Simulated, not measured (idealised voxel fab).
process module | voxel released beams
cross-section cut | 250 nm wide | cells 5 nm
A cross-section is a grid of square cells, given in bands from the top down. A band is one or more rows of cells.
Each band's line starts with the height of the band's top and of its bottom, in nm. Then come its materials from left to right, each with its width in nm. One material with "throughout" fills the band from edge to edge. "air" is empty space.
Height 0 is the level under which the wafer as received is all one material. The lowest band goes on downwards, as in "0 down".
A width such as "30 to 40" changes by the same amount from each row of cells to the next, from the band's top row to its bottom row.
"no change" after a step means that no cell of the cross-section changed.
closed voids: empty space of 8 cells or more with no open way to the top, each as width x height at its distance from the left edge, in nm
after a step's settings: what the simulator itself notes on the step
overlay nm, on a step with a mask: how far to the right of its planned place the mask lay; to the left if negative
plan
1 op RECEIVE | material Si
2 op CONFORMAL_DEP | material SiN | thk nm 5
3 op DIRECTIONAL_DEP | material SiO2 | thk nm 10
4 op PATTERN | tone open | mask id ANCHOR | material resist | width nm 25 | thk nm 15 | overlay nm 0
5 op DIRECTIONAL_ETCH | etch materials SiO2 | depth nm 10
6 op STRIP | etch materials resist
7 op CONFORMAL_DEP | material W | thk nm 10
8 op DIRECTIONAL_DEP | material aC | thk nm 10
9 op PATTERN | tone cover | mask id BEAM | material resist | width nm 70 | thk nm 25 | overlay nm 0
10 op DIRECTIONAL_ETCH | etch materials aC | depth nm 10
11 op STRIP | etch materials resist
12 op DIRECTIONAL_ETCH | etch materials W | depth nm 10
13 op STRIP | etch materials aC
14 op STRIP | etch materials SiO2
as received, after step 1
  0 down: Si throughout
  closed voids: none
first wafer at the end, as planned
  25 to 15: air 85 | W 15 | air 5 | W 50 | air 95
  15 to 5: air 90 | W 25 | air 135
  5 to 0: SiN throughout
  0 down: Si throughout
  closed voids: none
second wafer at the end: like start, like plan, one mistake
  20 to 10: air 85 to 90 | W 10 to 5 | air 15 | W 45 to 5 | air 95 to 135
  10 to 5: air 90 | W 25 | air 135
  5 to 0: SiN throughout
  0 down: Si throughout
  closed voids: none
what went wrong: step 7 ran as: op CONFORMAL_DEP | material W | thk nm 5
at the end the second wafer has, in cells: 18 fewer of W
